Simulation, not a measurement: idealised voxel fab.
Process module, titled voxel air gaps
Square cells of 5 nm make up the cross-section cut, whose width is 235 nm.
Cross-section = grid of square cells, listed top down in bands; band = one or more rows.
Top height, bottom height, nm. Materials left to right, width each, nm. Single material + "everywhere" = fills band edge to edge. "empty" = empty.
Heights are measured from 0, the level below which the as-received wafer is all one material; the lowest band has no bottom and continues downward, written as in "0..down".
A width such as "30->40" changes by the same amount from each row of cells to the next, from the band's top row to its bottom row.
What does "no change occurred" mean for a step? It means no cell of the cross-section changed in that step.
Reported under the label "Sealed voids" are the empty spaces having no open way to the top and comprising 8 cells or more; the notation for each is width x height at distance, in which the distance is measured from the left edge and all three values are in nm.
Heads up: the bit after the settings on a step's line is the simulator's remark on that step.
Among the settings permitted on a step's line is "overlay nm"; applied to a step with a mask, it specifies the extent to which the mask lay to the right of its planned position, whereas a negative figure signifies a position to the left.

The steps planned for the process are as follows:
| 1 | RECEIVE (material Si) |
| 2 | CONFORMAL_DEP (material SiO2; thk nm 15) |
| 3 | CONFORMAL_DEP (material SiN; thk nm 5) |
| 4 | DIRECTIONAL_DEP (material lowk; thk nm 35) |
| 5 | DIRECTIONAL_DEP (material aC; thk nm 15) |
| 6 | PATTERN (tone open; mask id LINES; material resist; width nm 25; pitch nm 50; thk nm 30; overlay nm 0) |
| 7 | DIRECTIONAL_ETCH (etch materials aC; depth nm 15) |
| 8 | STRIP (etch materials resist) |
| 9 | DIRECTIONAL_ETCH (etch materials lowk; depth nm 35) |
| 10 | STRIP (etch materials aC) |
| 11 | CONFORMAL_DEP (material TiN; thk nm 5) |
| 12 | FILL_DEP (material Cu; thk nm 10) |
| 13 | CMP (height nm 55) |
| 14 | EPI (material Ru; thk nm 10) |
| 15 | SELECTIVE_ETCH (etch materials lowk; depth nm 45) |
| 16 | CONFORMAL_DEP (material SiCN; thk nm 5) |

Cross-section: wafer on arrival = after step 1:
    0..down | Si everywhere
    Sealed voids: none

Looking at the first of two wafers in cross-section at end of module - ran to plan:
    70..65 | empty: 40, SiCN: 155, empty: 40
    65..55 | empty: 40, SiCN: 5, Ru: 45, SiCN: 5, Ru: 45, SiCN: 5, Ru: 45, SiCN: 5, empty: 40
    55..50 | empty: 40, SiCN: 15, TiN: 5, Cu: 15, TiN: 5, SiCN: 25, TiN: 5, Cu: 15, TiN: 5, SiCN: 25, TiN: 5, Cu: 15, TiN: 5, SiCN: 15, empty: 40
    50..25 | empty: 50, SiCN: 5, TiN: 5, Cu: 15, TiN: 5, SiCN: 5, empty: 15, SiCN: 5, TiN: 5, Cu: 15, TiN: 5, SiCN: 5, empty: 15, SiCN: 5, TiN: 5, Cu: 15, TiN: 5, SiCN: 5, empty: 50
    25..20 | SiCN: 55, TiN: 25, SiCN: 25, TiN: 25, SiCN: 25, TiN: 25, SiCN: 55
    20..15 | SiN everywhere
    15..0 | SiO2 everywhere
    0..down | Si everywhere
    Sealed voids: 15 x 25 at 85; 15 x 25 at 135

Second wafer through the module, sectioned at the end: same beginning and same plan as the first wafer, with one mistake in carrying it out:
    70..65 | empty: 45, SiCN: 155, empty: 35
    65..55 | empty: 45, SiCN: 5, Ru: 45, SiCN: 5, Ru: 45, SiCN: 5, Ru: 45, SiCN: 5, empty: 35
    55..50 | empty: 45, SiCN: 15, TiN: 5, Cu: 15, TiN: 5, SiCN: 25, TiN: 5, Cu: 15, TiN: 5, SiCN: 25, TiN: 5, Cu: 15, TiN: 5, SiCN: 15, empty: 35
    50..25 | empty: 55, SiCN: 5, TiN: 5, Cu: 15, TiN: 5, SiCN: 5, empty: 15, SiCN: 5, TiN: 5, Cu: 15, TiN: 5, SiCN: 5, empty: 15, SiCN: 5, TiN: 5, Cu: 15, TiN: 5, SiCN: 5, empty: 45
    25..20 | SiCN: 60, TiN: 25, SiCN: 25, TiN: 25, SiCN: 25, TiN: 25, SiCN: 50
    20..15 | SiN everywhere
    15..0 | SiO2 everywhere
    0..down | Si everywhere
    Sealed voids: 15 x 25 at 90; 15 x 25 at 140
Finding, execution versus plan: so step 6 ended up running with a different setting than we planned, it ran as PATTERN (tone open; mask id LINES; material resist; width nm 25; pitch nm 50; thk nm 30; overlay nm 5)
Both wafers, final: cells per material equal; arrangement not.
